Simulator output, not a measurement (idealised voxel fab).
The process module that follows is named voxel capacitor over wiring.
The cross-section shown here is cut; it is 190 nm wide and divided into square cells measuring 5 nm on a side.
We lay out every cross-section as a grid of square cells and spell it out in bands from the top down, where one band means one or more rows of cells. Read a band's entry like this: the first values are the height of its top and the height of its bottom in nm, and what follows is the sequence of materials from left to right, each with its width in nm. Note that "blank" is empty space, and that a single material marked "edge to edge" reaches across the band from edge to edge. Where do heights start? At 0: under that level the wafer as delivered is made of one material only. And the lowest band has no floor; it just carries on downward, as in "z 0 and below". A width such as "30->40" changes by the same amount from each row of cells to the next, from the band's top row to its bottom row. When a step is marked "all unchanged", none of the cells in the cross-section changed during that step. The label "Enclosed void list" introduces a list of the empty spaces, 8 cells or larger, that have no open way up to the top; each entry in it reads width x height at distance, where the distance is taken from the left edge and all three are stated in nm. On each step's line, the part that comes after the settings is the simulator's own comment on the step. overlay nm: how far to the right of its planned place the mask lay on this masked step (negative: to the left).
Listed below are the process steps as planned:
step 1: RECEIVE | material Si
step 2: CONFORMAL_DEP | material SiO2 | thk nm 10
step 3: CONFORMAL_DEP | material SiN | thk nm 5
step 4: DIRECTIONAL_DEP | material SiO2 | thk nm 15
step 5: MASKED_ETCH | tone open | mask id METAL_1 | width nm 30 | pitch nm 80 | etch materials SiO2 | depth nm 15 | overlay nm 0
step 6: MASKED_ETCH | tone open | mask id METAL_1 | width nm 30 | pitch nm 80 | etch materials SiN | depth nm 5 | overlay nm 0
step 7: CONFORMAL_DEP | material TiN | thk nm 5
step 8: FILL_DEP | material Ru | thk nm 10
step 9: CMP | height nm 30
step 10: EPI | material Ru | thk nm 5
step 11: FILL_DEP | material SiCN | thk nm 5
step 12: DIRECTIONAL_DEP | material SiO2 | thk nm 10
step 13: PATTERN | tone open | mask id PLUG_1 | material resist | width nm 15 | thk nm 15 | overlay nm 0
step 14: DIRECTIONAL_ETCH | etch materials SiO2 | depth nm 10
step 15: DIRECTIONAL_ETCH | etch materials SiCN | depth nm 5
step 16: STRIP | etch materials resist
step 17: CONFORMAL_DEP | material TiN | thk nm 5
step 18: FILL_DEP | material Cu | thk nm 10
step 19: CMP | height nm 50
step 20: DIRECTIONAL_DEP | material TiN | thk nm 5
step 21: DIRECTIONAL_DEP | material HfO2 | thk nm 5
step 22: DIRECTIONAL_DEP | material TiN | thk nm 5
step 23: DIRECTIONAL_DEP | material aC | thk nm 10
step 24: PATTERN | tone cover | mask id UPPER_PLATE | material resist | width nm 55 | thk nm 25 | overlay nm 0
step 25: DIRECTIONAL_ETCH | etch materials aC | depth nm 10
step 26: STRIP | etch materials resist
step 27: DIRECTIONAL_ETCH | etch materials TiN | depth nm 5
step 28: DIRECTIONAL_ETCH | etch materials HfO2 | depth nm 5
step 29: STRIP | etch materials aC
step 30: PATTERN | tone cover | mask id LOWER_PLATE | material resist | width nm 65 | thk nm 15 | overlay nm 0
step 31: DIRECTIONAL_ETCH | etch materials TiN | depth nm 5
step 32: STRIP | etch materials resist
step 33: FILL_DEP | material SiO2 | thk nm 20
step 34: CMP | height nm 80
step 35: MASKED_ETCH | tone open | mask id PLUG_2 | width nm 15 | etch materials SiO2 | depth nm 15 | overlay nm 0
step 36: CONFORMAL_DEP | material TiN | thk nm 5
step 37: FILL_DEP | material W | thk nm 5
step 38: CMP | height nm 80
step 39: CONFORMAL_DEP | material SiN | thk nm 5
The plan shows the width nm of step 13 as the first wafer had it; this setting differs between the wafers, which start out alike.
The first of several wafers, as received after step 1, seen in section:
> z 0 and below: Si edge to edge
> Enclosed void list: none
Shown in cross-section: the first of several wafers at the end of the module, after its last step, step 39:
> z 85 to 80: SiN edge to edge
> z 80 to 70: SiO2=65 | TiN=5 | W=5 | TiN=5 | SiO2=110
> z 70 to 60: SiO2=65->55 | TiN=15->55 | SiO2=110->80
> z 60 to 55: SiO2=55 | HfO2=55 | SiO2=80
> z 55 to 50: SiO2=50 | TiN=65 | SiO2=75
> z 50 to 40: SiO2=55 | TiN=5 | Cu=5 | TiN=5 | SiO2=120
> z 40 to 35: SiCN=55 | TiN=15 | SiCN=120
> z 35 to 30: SiCN=35 | Ru=40 | SiCN=40 | Ru=40 | SiCN=35
> z 30 to 15: SiO2=40 | TiN=5 | Ru=20 | TiN=5 | SiO2=50 | TiN=5 | Ru=20 | TiN=5 | SiO2=40
> z 15 to 10: SiN=40 | TiN=30 | SiN=50 | TiN=30 | SiN=40
> z 10 to 0: SiO2 edge to edge
> z 0 and below: Si edge to edge
> Enclosed void list: none
At the end of the module, the last of several wafers in cross-section:
> z 85 to 80: SiN edge to edge
> z 80 to 70: SiO2=65 | TiN=5 | W=5 | TiN=5 | SiO2=110
> z 70 to 60: SiO2=65->55 | TiN=15->55 | SiO2=110->80
> z 60 to 55: SiO2=55 | HfO2=55 | SiO2=80
> z 55 to 50: SiO2=50 | TiN=65 | SiO2=75
> z 50 to 40: SiO2=50 | TiN=5 | Cu=20 | TiN=5 | SiO2=110
> z 40 to 35: SiCN=50 | TiN=30 | SiCN=110
> z 35 to 30: SiCN=35 | Ru=40 | SiCN=40 | Ru=40 | SiCN=35
> z 30 to 15: SiO2=40 | TiN=5 | Ru=20 | TiN=5 | SiO2=50 | TiN=5 | Ru=20 | TiN=5 | SiO2=40
> z 15 to 10: SiN=40 | TiN=30 | SiN=50 | TiN=30 | SiN=40
> z 10 to 0: SiO2 edge to edge
> z 0 and below: Si edge to edge
> Enclosed void list: none
What follows is a table in which each wafer occupies a row; for the wafer as it stands at the close of the module, the row states, material by material, how many cells have been gained (+) or lost (-) since receipt, and then gives its closed voids:
width nm 15 | +2 Cu | +11 HfO2 | +40 Ru | +57 SiCN | +64 SiN | +408 SiO2 | +62 TiN | +2 W | Enclosed void list: none
width nm 20 | +4 Cu | +11 HfO2 | +40 Ru | +56 SiCN | +64 SiN | +406 SiO2 | +63 TiN | +2 W | Enclosed void list: none
width nm 25 | +6 Cu | +11 HfO2 | +40 Ru | +55 SiCN | +64 SiN | +404 SiO2 | +64 TiN | +2 W | Enclosed void list: none
width nm 30 | +8 Cu | +11 HfO2 | +40 Ru | +54 SiCN | +64 SiN | +402 SiO2 | +65 TiN | +2 W | Enclosed void list: none
